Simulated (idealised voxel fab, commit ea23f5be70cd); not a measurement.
process module | voxel capacitor over wiring
cross-section cut | 210 nm wide | cells 5 nm
A cross-section is a grid of square cells, given in bands from the top down. A band is one or more rows of cells.
Each band's line starts with the height of the band's top and of its bottom, in nm. Then come its materials from left to right, each with its width in nm. One material with "throughout" fills the band from edge to edge. "air" is empty space.
Height 0 is the level under which the wafer as received is all one material. The lowest band goes on downwards, as in "0 down".
A width such as "30 to 40" changes by the same amount from each row of cells to the next, from the band's top row to its bottom row.
"no change" after a step means that no cell of the cross-section changed.
closed voids: empty space of 8 cells or more with no open way to the top, each as width x height at its distance from the left edge, in nm
after a step's settings: what the simulator itself notes on the step
overlay nm, on a step with a mask: how far to the right of its planned place the mask lay; to the left if negative
plan
1 op RECEIVE | material Si
2 op CONFORMAL_DEP | material SiO2 | thk nm 10
3 op CONFORMAL_DEP | material SiCN | thk nm 5
4 op DIRECTIONAL_DEP | material lowk | thk nm 15
5 op MASKED_ETCH | tone open | mask id METAL_1 | width nm 30 | pitch nm 95 | etch materials lowk | depth nm 15 | overlay nm 0
6 op MASKED_ETCH | tone open | mask id METAL_1 | width nm 30 | pitch nm 95 | etch materials SiCN | depth nm 5 | overlay nm 0
7 op CONFORMAL_DEP | material TiN | thk nm 5
8 op FILL_DEP | material Ru | thk nm 5
9 op CMP | height nm 30
10 op CONFORMAL_DEP | material SiCN | thk nm 5
11 op DIRECTIONAL_DEP | material lowk | thk nm 15
12 op PATTERN | tone open | mask id PLUG_1 | material resist | width nm 15 | thk nm 15 | overlay nm 0
13 op DIRECTIONAL_ETCH | etch materials lowk | depth nm 15
14 op DIRECTIONAL_ETCH | etch materials SiCN | depth nm 5
15 op STRIP | etch materials resist
16 op CONFORMAL_DEP | material TiN | thk nm 5
17 op FILL_DEP | material Ru | thk nm 10
18 op CMP | height nm 50
19 op DIRECTIONAL_DEP | material TiN | thk nm 5
20 op DIRECTIONAL_DEP | material Al2O3 | thk nm 5
21 op DIRECTIONAL_DEP | material TiN | thk nm 5
22 op PATTERN | tone cover | mask id UPPER_PLATE | material resist | width nm 70 | thk nm 20 | overlay nm 0
23 op DIRECTIONAL_ETCH | etch materials TiN | depth nm 5
24 op DIRECTIONAL_ETCH | etch materials Al2O3 | depth nm 5
25 op STRIP | etch materials resist
26 op MASKED_ETCH | tone cover | mask id LOWER_PLATE | width nm 80 | etch materials TiN | depth nm 5 | overlay nm 0
27 op FILL_DEP | material SiO2 | thk nm 15
28 op CMP | height nm 75
29 op MASKED_ETCH | tone open | mask id PLUG_2 | width nm 15 | etch materials SiO2 | depth nm 10 | overlay nm 0
30 op CONFORMAL_DEP | material TiN | thk nm 5
31 op FILL_DEP | material W | thk nm 10
32 op CMP | height nm 75
33 op CONFORMAL_DEP | material SiCN | thk nm 5
as received, after step 1
  0 down: Si throughout
  closed voids: none
a wafer at the end: this start, this plan, one mistake
  80 to 75: SiCN throughout
  75 to 70: SiO2 65 | TiN 5 | W 5 | TiN 5 | SiO2 130
  70 to 65: SiO2 65 | TiN 15 | SiO2 130
  65 to 60: SiO2 50 | TiN 5 | SiO2 70 | TiN 5 | SiO2 80
  60 to 55: Al2O3 55 | SiO2 70 | Al2O3 85
  55 to 50: TiN throughout
  50 to 35: lowk 55 | TiN 5 | Ru 5 | TiN 5 | lowk 140
  35 to 30: SiCN 55 | TiN 15 | SiCN 140
  30 to 15: lowk 40 | TiN 5 | Ru 20 | TiN 5 | lowk 65 | TiN 5 | Ru 20 | TiN 5 | lowk 45
  15 to 10: SiCN 40 | TiN 30 | SiCN 65 | TiN 30 | SiCN 45
  10 to 0: SiO2 throughout
  0 down: Si throughout
  closed voids: none
what went wrong: step 22 ran as: op PATTERN | tone open | mask id UPPER_PLATE | material resist | width nm 70 | thk nm 20 | overlay nm 0
